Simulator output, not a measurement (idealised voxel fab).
The following process module bears the name voxel wiring stack.
Shown is cross-section cut, with a width of 195 nm and square cells of size 5 nm.
Throughout this document, each cross-section is represented as a grid of square cells and is presented as a sequence of bands enumerated from the top downward, where a band comprises one or more rows of cells. For a band, the entry starts with two heights in nm, that of the top and then that of the bottom, and carries on with the band's materials in order from left to right, each alongside its width in nm; the word "all across" beside a single material means it fills the band edge to edge, and "empty" means empty space. Zero point of the height axis is 0; under it, received wafer = one material. Lowest band: continues down indefinitely, "z 0 and below". Note: "30 to 40" means the width goes from the first number (top row of the band) to the second number (bottom row) in equal steps per row of cells. Where the words "changes: none" appear for a step, the cross-section shows no cell changed by that step; every cell remained as before. Heads up: "Closed cavity list" only lists the empty pockets with no open path to the top that are 8 cells or more, and it writes them as width x height at distance, distance from the left edge, in nm. Whatever follows a step's settings on its line is a remark the simulator itself makes about that step. Steps that use a mask can have "overlay nm" on their line. It says how far the mask sat to the right of where it was meant to be. Negative means to the left.
### Planned step list for the process
step 1: RECEIVE | material Si
step 2: CONFORMAL_DEP | material SiO2 | thk nm 15
step 3: DIRECTIONAL_DEP | material TiN | thk nm 5
step 4: DIRECTIONAL_DEP | material Ru | thk nm 15
step 5: PATTERN | tone cover | mask id METAL_1 | material resist | width nm 30 | pitch nm 45 | thk nm 20 | overlay nm 0
step 6: DIRECTIONAL_ETCH | etch materials Ru | depth nm 15
step 7: DIRECTIONAL_ETCH | etch materials TiN | depth nm 5
step 8: STRIP | etch materials resist
step 9: CONFORMAL_DEP | material SiCN | thk nm 5
step 10: FILL_DEP | material SiO2 | thk nm 5
step 11: CMP | height nm 35
step 12: CONFORMAL_DEP | material SiCN | thk nm 5
step 13: DIRECTIONAL_DEP | material SiO2 | thk nm 20
step 14: PATTERN | tone open | mask id PLUG_1 | material resist | width nm 15 | pitch nm 90 | thk nm 15 | overlay nm 0
step 15: DIRECTIONAL_ETCH | etch materials SiO2 | depth nm 20
step 16: DIRECTIONAL_ETCH | etch materials SiCN | depth nm 5
step 17: STRIP | etch materials resist
step 18: EPI | material Ru | thk nm 10
step 19: EPI | material Ru | thk nm 10
step 20: EPI | material Ru | thk nm 5
step 21: DIRECTIONAL_DEP | material TiN | thk nm 5
step 22: DIRECTIONAL_DEP | material Ru | thk nm 20
step 23: MASKED_ETCH | tone cover | mask id METAL_2 | width nm 30 | pitch nm 45 | etch materials Ru | depth nm 20 | overlay nm 0
step 24: MASKED_ETCH | tone cover | mask id METAL_2 | width nm 30 | pitch nm 45 | etch materials TiN | depth nm 5 | overlay nm 0
step 25: FILL_DEP | material SiO2 | thk nm 10
step 26: CMP | height nm 85
step 27: CONFORMAL_DEP | material SiN | thk nm 5
### First of two wafers: run as planned
### Incoming wafer, cross-sectional view, post step 1
* z 0 and below: Si all across
* Closed cavity list: none
### The wafer, seen in cross-section, after step 2
* z 15 to 0: SiO2 all across
* Beneath the level 0, the cross-section is identical to its previous state.
### The wafer, seen in cross-section, after step 3
* z 20 to 15: TiN all across
* Beneath the level 15, the cross-section is identical to its previous state.
### The wafer, seen in cross-section, after step 4
* z 35 to 20: Ru all across
* Beneath the level 20, the cross-section is identical to its previous state.
### The wafer, seen in cross-section, after step 5
* z 55 to 35: 15 of empty; 30 of resist; 15 of empty; 30 of resist; 15 of empty; 30 of resist; 15 of empty; 30 of resist; 15 of empty
* Beneath the level 35, the cross-section is identical to its previous state.
### The wafer, seen in cross-section, after step 6
* z 55 to 35: 15 of empty; 30 of resist; 15 of empty; 30 of resist; 15 of empty; 30 of resist; 15 of empty; 30 of resist; 15 of empty
* z 35 to 20: 15 of empty; 30 of Ru; 15 of empty; 30 of Ru; 15 of empty; 30 of Ru; 15 of empty; 30 of Ru; 15 of empty
* Beneath the level 20, the cross-section is identical to its previous state.
### The wafer, seen in cross-section, after step 7
* z 55 to 35: 15 of empty; 30 of resist; 15 of empty; 30 of resist; 15 of empty; 30 of resist; 15 of empty; 30 of resist; 15 of empty
* z 35 to 20: 15 of empty; 30 of Ru; 15 of empty; 30 of Ru; 15 of empty; 30 of Ru; 15 of empty; 30 of Ru; 15 of empty
* z 20 to 15: 15 of empty; 30 of TiN; 15 of empty; 30 of TiN; 15 of empty; 30 of TiN; 15 of empty; 30 of TiN; 15 of empty
* Beneath the level 15, the cross-section is identical to its previous state.
### The wafer, seen in cross-section, after step 8
* z 35 to 20: 15 of empty; 30 of Ru; 15 of empty; 30 of Ru; 15 of empty; 30 of Ru; 15 of empty; 30 of Ru; 15 of empty
* Beneath the level 20, the cross-section is identical to its previous state.
### The wafer, seen in cross-section, after step 9
* z 40 to 35: 10 of empty; 40 of SiCN; 5 of empty; 40 of SiCN; 5 of empty; 40 of SiCN; 5 of empty; 40 of SiCN; 10 of empty
* z 35 to 20: 10 of empty; 5 of SiCN; 30 of Ru; 5 of SiCN; 5 of empty; 5 of SiCN; 30 of Ru; 5 of SiCN; 5 of empty; 5 of SiCN; 30 of Ru; 5 of SiCN; 5 of empty; 5 of SiCN; 30 of Ru; 5 of SiCN; 10 of empty
* z 20 to 15: 15 of SiCN; 30 of TiN; 15 of SiCN; 30 of TiN; 15 of SiCN; 30 of TiN; 15 of SiCN; 30 of TiN; 15 of SiCN
* Beneath the level 15, the cross-section is identical to its previous state.
### The wafer, seen in cross-section, after step 10
* z 45 to 40: SiO2 all across
* z 40 to 35: 10 of SiO2; 40 of SiCN; 5 of SiO2; 40 of SiCN; 5 of SiO2; 40 of SiCN; 5 of SiO2; 40 of SiCN; 10 of SiO2
* z 35 to 20: 10 of SiO2; 5 of SiCN; 30 of Ru; 5 of SiCN; 5 of SiO2; 5 of SiCN; 30 of Ru; 5 of SiCN; 5 of SiO2; 5 of SiCN; 30 of Ru; 5 of SiCN; 5 of SiO2; 5 of SiCN; 30 of Ru; 5 of SiCN; 10 of SiO2
* Beneath the level 20, the cross-section is identical to its previous state.
### The wafer, seen in cross-section, after step 11
* z 35 to 20: 10 of SiO2; 5 of SiCN; 30 of Ru; 5 of SiCN; 5 of SiO2; 5 of SiCN; 30 of Ru; 5 of SiCN; 5 of SiO2; 5 of SiCN; 30 of Ru; 5 of SiCN; 5 of SiO2; 5 of SiCN; 30 of Ru; 5 of SiCN; 10 of SiO2
* Beneath the level 20, the cross-section is identical to its previous state.
### The wafer, seen in cross-section, after step 12
* z 40 to 35: SiCN all across
* Beneath the level 35, the cross-section is identical to its previous state.
### The wafer, seen in cross-section, after step 13
* z 60 to 40: SiO2 all across
* Beneath the level 40, the cross-section is identical to its previous state.
### The wafer, seen in cross-section, after step 14
* z 75 to 60: 15 of resist; 15 of empty; 75 of resist; 15 of empty; 75 of resist
* Beneath the level 60, the cross-section is identical to its previous state.
### The wafer, seen in cross-section, after step 15
* z 75 to 60: 15 of resist; 15 of empty; 75 of resist; 15 of empty; 75 of resist
* z 60 to 40: 15 of SiO2; 15 of empty; 75 of SiO2; 15 of empty; 75 of SiO2
* Beneath the level 40, the cross-section is identical to its previous state.
### The wafer, seen in cross-section, after step 16
* z 75 to 60: 15 of resist; 15 of empty; 75 of resist; 15 of empty; 75 of resist
* z 60 to 40: 15 of SiO2; 15 of empty; 75 of SiO2; 15 of empty; 75 of SiO2
* z 40 to 35: 15 of SiCN; 15 of empty; 75 of SiCN; 15 of empty; 75 of SiCN
* Beneath the level 35, the cross-section is identical to its previous state.
### The wafer, seen in cross-section, after step 17
* z 60 to 40: 15 of SiO2; 15 of empty; 75 of SiO2; 15 of empty; 75 of SiO2
* Beneath the level 40, the cross-section is identical to its previous state.
### The wafer, seen in cross-section, after step 18
* z 60 to 45: 15 of SiO2; 15 of empty; 75 of SiO2; 15 of empty; 75 of SiO2
* z 45 to 40: 15 of SiO2; 15 of Ru; 75 of SiO2; 15 of Ru; 75 of SiO2
* z 40 to 35: 15 of SiCN; 15 of Ru; 75 of SiCN; 15 of Ru; 75 of SiCN
* Beneath the level 35, the cross-section is identical to its previous state.
### The wafer, seen in cross-section, after step 19
* z 60 to 55: 15 of SiO2; 15 of empty; 75 of SiO2; 15 of empty; 75 of SiO2
* z 55 to 40: 15 of SiO2; 15 of Ru; 75 of SiO2; 15 of Ru; 75 of SiO2
* Beneath the level 40, the cross-section is identical to its previous state.
### The wafer, seen in cross-section, after step 20
* z 60 to 40: 15 of SiO2; 15 of Ru; 75 of SiO2; 15 of Ru; 75 of SiO2
* Beneath the level 40, the cross-section is identical to its previous state.
### The wafer, seen in cross-section, after step 21
* z 65 to 60: TiN all across
* Beneath the level 60, the cross-section is identical to its previous state.
### The wafer, seen in cross-section, after step 22
* z 85 to 65: Ru all across
* Beneath the level 65, the cross-section is identical to its previous state.
### The wafer, seen in cross-section, after step 23
* z 85 to 65: 15 of empty; 30 of Ru; 15 of empty; 30 of Ru; 15 of empty; 30 of Ru; 15 of empty; 30 of Ru; 15 of empty
* Beneath the level 65, the cross-section is identical to its previous state.
### The wafer, seen in cross-section, after step 24
* z 85 to 65: 15 of empty; 30 of Ru; 15 of empty; 30 of Ru; 15 of empty; 30 of Ru; 15 of empty; 30 of Ru; 15 of empty
* z 65 to 60: 15 of empty; 30 of TiN; 15 of empty; 30 of TiN; 15 of empty; 30 of TiN; 15 of empty; 30 of TiN; 15 of empty
* Beneath the level 60, the cross-section is identical to its previous state.
### The wafer, seen in cross-section, after step 25
* z 95 to 85: SiO2 all across
* z 85 to 65: 15 of SiO2; 30 of Ru; 15 of SiO2; 30 of Ru; 15 of SiO2; 30 of Ru; 15 of SiO2; 30 of Ru; 15 of SiO2
* z 65 to 60: 15 of SiO2; 30 of TiN; 15 of SiO2; 30 of TiN; 15 of SiO2; 30 of TiN; 15 of SiO2; 30 of TiN; 15 of SiO2
* Beneath the level 60, the cross-section is identical to its previous state.
### The wafer, seen in cross-section, after step 26
* z 85 to 65: 15 of SiO2; 30 of Ru; 15 of SiO2; 30 of Ru; 15 of SiO2; 30 of Ru; 15 of SiO2; 30 of Ru; 15 of SiO2
* Beneath the level 65, the cross-section is identical to its previous state.
### The wafer, seen in cross-section, after step 27
* z 90 to 85: SiN all across
* Beneath the level 85, the cross-section is identical to its previous state.
### Wafer two of two - same starting point, same process plan, one mistake in execution; matches wafer one up to and including step 2
### when step 3 should have ended
* z 30 to 15: TiN all across
* Beneath the level 15, the cross-section is identical to its previous state.
### when step 4 should have ended
* z 45 to 30: Ru all across
* Beneath the level 30, the cross-section is identical to its previous state.
### when step 5 should have ended
* z 65 to 45: 15 of empty; 30 of resist; 15 of empty; 30 of resist; 15 of empty; 30 of resist; 15 of empty; 30 of resist; 15 of empty
* Beneath the level 45, the cross-section is identical to its previous state.
### when step 6 should have ended
* z 65 to 45: 15 of empty; 30 of resist; 15 of empty; 30 of resist; 15 of empty; 30 of resist; 15 of empty; 30 of resist; 15 of empty
* z 45 to 30: 15 of empty; 30 of Ru; 15 of empty; 30 of Ru; 15 of empty; 30 of Ru; 15 of empty; 30 of Ru; 15 of empty
* Beneath the level 30, the cross-section is identical to its previous state.
### when step 7 should have ended
* z 65 to 45: 15 of empty; 30 of resist; 15 of empty; 30 of resist; 15 of empty; 30 of resist; 15 of empty; 30 of resist; 15 of empty
* z 45 to 30: 15 of empty; 30 of Ru; 15 of empty; 30 of Ru; 15 of empty; 30 of Ru; 15 of empty; 30 of Ru; 15 of empty
* z 30 to 25: 15 of empty; 30 of TiN; 15 of empty; 30 of TiN; 15 of empty; 30 of TiN; 15 of empty; 30 of TiN; 15 of empty
* Beneath the level 25, the cross-section is identical to its previous state.
### when step 8 should have ended
* z 45 to 30: 15 of empty; 30 of Ru; 15 of empty; 30 of Ru; 15 of empty; 30 of Ru; 15 of empty; 30 of Ru; 15 of empty
* Beneath the level 30, the cross-section is identical to its previous state.
### when step 9 should have ended
* z 50 to 45: 10 of empty; 40 of SiCN; 5 of empty; 40 of SiCN; 5 of empty; 40 of SiCN; 5 of empty; 40 of SiCN; 10 of empty
* z 45 to 30: 10 of empty; 5 of SiCN; 30 of Ru; 5 of SiCN; 5 of empty; 5 of SiCN; 30 of Ru; 5 of SiCN; 5 of empty; 5 of SiCN; 30 of Ru; 5 of SiCN; 5 of empty; 5 of SiCN; 30 of Ru; 5 of SiCN; 10 of empty
* z 30 to 25: 15 of SiCN; 30 of TiN; 15 of SiCN; 30 of TiN; 15 of SiCN; 30 of TiN; 15 of SiCN; 30 of TiN; 15 of SiCN
* Beneath the level 25, the cross-section is identical to its previous state.
### when step 10 should have ended
* z 55 to 50: SiO2 all across
* z 50 to 45: 10 of SiO2; 40 of SiCN; 5 of SiO2; 40 of SiCN; 5 of SiO2; 40 of SiCN; 5 of SiO2; 40 of SiCN; 10 of SiO2
* z 45 to 30: 10 of SiO2; 5 of SiCN; 30 of Ru; 5 of SiCN; 5 of SiO2; 5 of SiCN; 30 of Ru; 5 of SiCN; 5 of SiO2; 5 of SiCN; 30 of Ru; 5 of SiCN; 5 of SiO2; 5 of SiCN; 30 of Ru; 5 of SiCN; 10 of SiO2
* Beneath the level 30, the cross-section is identical to its previous state.
### when step 11 should have ended
* z 35 to 30: 10 of SiO2; 5 of SiCN; 30 of Ru; 5 of SiCN; 5 of SiO2; 5 of SiCN; 30 of Ru; 5 of SiCN; 5 of SiO2; 5 of SiCN; 30 of Ru; 5 of SiCN; 5 of SiO2; 5 of SiCN; 30 of Ru; 5 of SiCN; 10 of SiO2
* Beneath the level 30, the cross-section is identical to its previous state.
### when step 12 should have ended
* z 40 to 35: SiCN all across
* Beneath the level 35, the cross-section is identical to its previous state.
### when step 13 should have ended
* z 60 to 40: SiO2 all across
* Beneath the level 40, the cross-section is identical to its previous state.
### when step 14 should have ended
* z 75 to 60: 15 of resist; 15 of empty; 75 of resist; 15 of empty; 75 of resist
* Beneath the level 60, the cross-section is identical to its previous state.
### when step 15 should have ended
* z 75 to 60: 15 of resist; 15 of empty; 75 of resist; 15 of empty; 75 of resist
* z 60 to 40: 15 of SiO2; 15 of empty; 75 of SiO2; 15 of empty; 75 of SiO2
* Beneath the level 40, the cross-section is identical to its previous state.
### when step 16 should have ended
* z 75 to 60: 15 of resist; 15 of empty; 75 of resist; 15 of empty; 75 of resist
* z 60 to 40: 15 of SiO2; 15 of empty; 75 of SiO2; 15 of empty; 75 of SiO2
* z 40 to 35: 15 of SiCN; 15 of empty; 75 of SiCN; 15 of empty; 75 of SiCN
* Beneath the level 35, the cross-section is identical to its previous state.
### when step 17 should have ended
* z 60 to 40: 15 of SiO2; 15 of empty; 75 of SiO2; 15 of empty; 75 of SiO2
* Beneath the level 40, the cross-section is identical to its previous state.
### when step 18 should have ended
* z 60 to 45: 15 of SiO2; 15 of empty; 75 of SiO2; 15 of empty; 75 of SiO2
* z 45 to 40: 15 of SiO2; 15 of Ru; 75 of SiO2; 15 of Ru; 75 of SiO2
* z 40 to 35: 15 of SiCN; 15 of Ru; 75 of SiCN; 15 of Ru; 75 of SiCN
* Beneath the level 35, the cross-section is identical to its previous state.
### when step 19 should have ended
* z 60 to 55: 15 of SiO2; 15 of empty; 75 of SiO2; 15 of empty; 75 of SiO2
* z 55 to 40: 15 of SiO2; 15 of Ru; 75 of SiO2; 15 of Ru; 75 of SiO2
* Beneath the level 40, the cross-section is identical to its previous state.
### when step 20 should have ended
* z 60 to 40: 15 of SiO2; 15 of Ru; 75 of SiO2; 15 of Ru; 75 of SiO2
* Beneath the level 40, the cross-section is identical to its previous state.
### when step 21 should have ended
* z 65 to 60: TiN all across
* Beneath the level 60, the cross-section is identical to its previous state.
### when step 22 should have ended
* z 85 to 65: Ru all across
* Beneath the level 65, the cross-section is identical to its previous state.
### when step 23 should have ended
* z 85 to 65: 15 of empty; 30 of Ru; 15 of empty; 30 of Ru; 15 of empty; 30 of Ru; 15 of empty; 30 of Ru; 15 of empty
* Beneath the level 65, the cross-section is identical to its previous state.
### when step 24 should have ended
* z 85 to 65: 15 of empty; 30 of Ru; 15 of empty; 30 of Ru; 15 of empty; 30 of Ru; 15 of empty; 30 of Ru; 15 of empty
* z 65 to 60: 15 of empty; 30 of TiN; 15 of empty; 30 of TiN; 15 of empty; 30 of TiN; 15 of empty; 30 of TiN; 15 of empty
* Beneath the level 60, the cross-section is identical to its previous state.
### when step 25 should have ended
* z 95 to 85: SiO2 all across
* z 85 to 65: 15 of SiO2; 30 of Ru; 15 of SiO2; 30 of Ru; 15 of SiO2; 30 of Ru; 15 of SiO2; 30 of Ru; 15 of SiO2
* z 65 to 60: 15 of SiO2; 30 of TiN; 15 of SiO2; 30 of TiN; 15 of SiO2; 30 of TiN; 15 of SiO2; 30 of TiN; 15 of SiO2
* Beneath the level 60, the cross-section is identical to its previous state.
### when step 26 should have ended
* z 85 to 65: 15 of SiO2; 30 of Ru; 15 of SiO2; 30 of Ru; 15 of SiO2; 30 of Ru; 15 of SiO2; 30 of Ru; 15 of SiO2
* Beneath the level 65, the cross-section is identical to its previous state.
### when step 27 should have ended
* z 90 to 85: SiN all across
* Beneath the level 85, the cross-section is identical to its previous state.
Run error: step 3 was processed under conditions differing from the plan, specifically as DIRECTIONAL_DEP | material TiN | thk nm 15
Materials where the second wafer ends with more or fewer cells than the first: Ru -48 | SiCN -16 | SiO2 -14 | TiN +78
